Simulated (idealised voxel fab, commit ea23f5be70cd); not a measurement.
voxel ribs on slabs: a process module
Square cell edge 5 nm, section width 205 nm, ID cut.
A cross-section in this document is a grid of square cells, and it is written down as bands, the top band listed before the ones below it; a band is made up of one or more rows of cells.
Basically the band line says how high the top is and how high the bottom is, in nm, and then what's in it from left to right, every material with its width in nm. Empty space shows up as "empty", and if a single material carries "all across" it runs the full band edge to edge.
The level at which height equals 0 is the one under which the wafer, as it arrives, is entirely one material. No lower edge exists for the bottom band, which continues downward and is notated as in "0 and below".
Think of "30 to 40" as a width that walks from the first number to the second as you go down the band, top row to bottom row, taking equal-sized steps from row to row.
For the purposes of this document, the phrase "changes: none" attached to a step denotes that no cell within the cross-section was modified by that step.
Each empty space that has no open way to the top and spans at least 8 cells appears under "Enclosed void listing" as width x height at distance, the distance counted from the left edge, all in nm.
Read whatever lies past the settings on a step's line as the simulator's own remark about the step.
A step line may carry the setting "overlay nm", which, for steps involving a mask, states the distance by which the mask lay to the right of its intended position; negative values denote displacement to the left.

-- The process steps that were planned are listed below
1 op RECEIVE | material Si
2 op DIRECTIONAL_DEP | material SiO2 | thk nm 30
3 op DIRECTIONAL_DEP | material polySi | thk nm 25
4 op MASKED_ETCH | tone cover | mask id RIB | width nm 30 | etch materials polySi | depth nm 5 | overlay nm 0
5 op DIRECTIONAL_DEP | material aC | thk nm 15
6 op PATTERN | tone cover | mask id SLAB | material resist | width nm 70 | thk nm 35 | overlay nm -15
7 op DIRECTIONAL_ETCH | etch materials aC | depth nm 15
8 op STRIP | etch materials resist
9 op DIRECTIONAL_ETCH | etch materials polySi | depth nm 20
10 op STRIP | etch materials aC
11 op FILL_DEP | material SiO2 | thk nm 25
12 op CMP | height nm 70
13 op DIRECTIONAL_DEP | material W | thk nm 10
14 op MASKED_ETCH | tone cover | mask id HEATER | width nm 40 | etch materials W | depth nm 10 | overlay nm 0
15 op CONFORMAL_DEP | material SiN | thk nm 5
The wafers are alike at the start. At step 6, their overlay nm differs. The plan lists the first wafer's value.

-- Cross-section of the first of several received wafers, showing its state after step 1
0 and below  Si all across
Enclosed void listing: none

-- Wafer rows, end of module: cells per material gained (+) or lost (-) since receipt; closed voids last
overlay nm -15, +45 SiN, +512 SiO2, +16 W, +62 polySi, Enclosed void listing: none
overlay nm -10, +45 SiN, +512 SiO2, +16 W, +62 polySi, Enclosed void listing: none
overlay nm -5, +45 SiN, +512 SiO2, +16 W, +62 polySi, Enclosed void listing: none
overlay nm 0, +45 SiN, +512 SiO2, +16 W, +62 polySi, Enclosed void listing: none
overlay nm 5, +45 SiN, +512 SiO2, +16 W, +62 polySi, Enclosed void listing: none
overlay nm 10, +45 SiN, +512 SiO2, +16 W, +62 polySi, Enclosed void listing: none
overlay nm 15, +45 SiN, +512 SiO2, +16 W, +62 polySi, Enclosed void listing: none
